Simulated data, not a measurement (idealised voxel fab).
process module | voxel self aligned contacts
cross-section cut | 235 nm wide | cells 5 nm
A cross-section is a grid of square cells, given in bands from the top down. A band is one or more rows of cells.
Each band's line starts with the height of the band's top and of its bottom, in nm. Then come its materials from left to right, each with its width in nm. One material with "throughout" fills the band from edge to edge. "air" is empty space.
Height 0 is the level under which the wafer as received is all one material. The lowest band goes on downwards, as in "0 down".
A width such as "30 to 40" changes by the same amount from each row of cells to the next, from the band's top row to its bottom row.
"no change" after a step means that no cell of the cross-section changed.
closed voids: empty space of 8 cells or more with no open way to the top, each as width x height at its distance from the left edge, in nm
after a step's settings: what the simulator itself notes on the step
overlay nm, on a step with a mask: how far to the right of its planned place the mask lay; to the left if negative
plan
1 op RECEIVE | material Si
2 op CONFORMAL_DEP | material SiO2 | thk nm 5
3 op DIRECTIONAL_DEP | material polySi | thk nm 30
4 op DIRECTIONAL_DEP | material SiN | thk nm 20
5 op DIRECTIONAL_DEP | material aC | thk nm 15
6 op PATTERN | tone cover | mask id GATE | material resist | width nm 35 | pitch nm 75 | thk nm 30 | overlay nm 0
7 op DIRECTIONAL_ETCH | etch materials aC | depth nm 15
8 op STRIP | etch materials resist
9 op DIRECTIONAL_ETCH | etch materials SiN | depth nm 20
10 op DIRECTIONAL_ETCH | etch materials polySi | depth nm 30
11 op STRIP | etch materials aC
12 op CONFORMAL_DEP | material SiN | thk nm 10
13 op DIRECTIONAL_ETCH | etch materials SiN | depth nm 10
14 op FILL_DEP | material SiO2 | thk nm 20
15 op CMP | height nm 65
16 op DIRECTIONAL_DEP | material aC | thk nm 15
17 op PATTERN | tone open | mask id CONTACT | material resist | width nm 50 | pitch nm 75 | thk nm 35 | overlay nm 0
18 op DIRECTIONAL_ETCH | etch materials aC | depth nm 15
19 op STRIP | etch materials resist
20 op DIRECTIONAL_ETCH | etch materials SiO2 | depth nm 65
21 op STRIP | etch materials aC
22 op CONFORMAL_DEP | material TiN | thk nm 5
23 op FILL_DEP | material W | thk nm 10
24 op CMP | height nm 65
25 op CONFORMAL_DEP | material SiCN | thk nm 5
as received, after step 1
  0 down: Si throughout
  closed voids: none
first wafer at the end, as planned
  70 to 65: SiCN throughout
  65 to 55: SiO2 55 | TiN 5 to 20 | W 40 to 10 | TiN 5 to 20 | SiO2 25 | TiN 5 to 20 | W 40 to 10 | TiN 5 to 20 | SiO2 55
  55 to 35: SiO2 15 | SiN 55 | TiN 5 | W 10 | TiN 5 | SiN 55 | TiN 5 | W 10 | TiN 5 | SiN 55 | SiO2 15
  35 to 5: SiO2 15 | SiN 10 | polySi 35 | SiN 10 | TiN 5 | W 10 | TiN 5 | SiN 10 | polySi 35 | SiN 10 | TiN 5 | W 10 | TiN 5 | SiN 10 | polySi 35 | SiN 10 | SiO2 15
  5 to 0: SiO2 70 | TiN 20 | SiO2 55 | TiN 20 | SiO2 70
  0 down: Si throughout
  closed voids: none
second wafer at the end: like start, like plan, one mistake
  70 to 65: SiCN throughout
  65 to 60: TiN 60 | W 40 | TiN 35 | W 40 | TiN 60
  60 to 55: SiO2 55 | TiN 20 | W 10 | TiN 20 | SiO2 25 | TiN 20 | W 10 | TiN 20 | SiO2 55
  55 to 35: SiO2 15 | SiN 55 | TiN 5 | W 10 | TiN 5 | SiN 55 | TiN 5 | W 10 | TiN 5 | SiN 55 | SiO2 15
  35 to 5: SiO2 15 | SiN 10 | polySi 35 | SiN 10 | TiN 5 | W 10 | TiN 5 | SiN 10 | polySi 35 | SiN 10 | TiN 5 | W 10 | TiN 5 | SiN 10 | polySi 35 | SiN 10 | SiO2 15
  5 to 0: SiO2 70 | TiN 20 | SiO2 55 | TiN 20 | SiO2 70
  0 down: Si throughout
  closed voids: none
what went wrong: step 15 ran as: op CMP | height nm 60
at the end the second wafer has, in cells: 27 fewer of SiO2 | 27 more of TiN
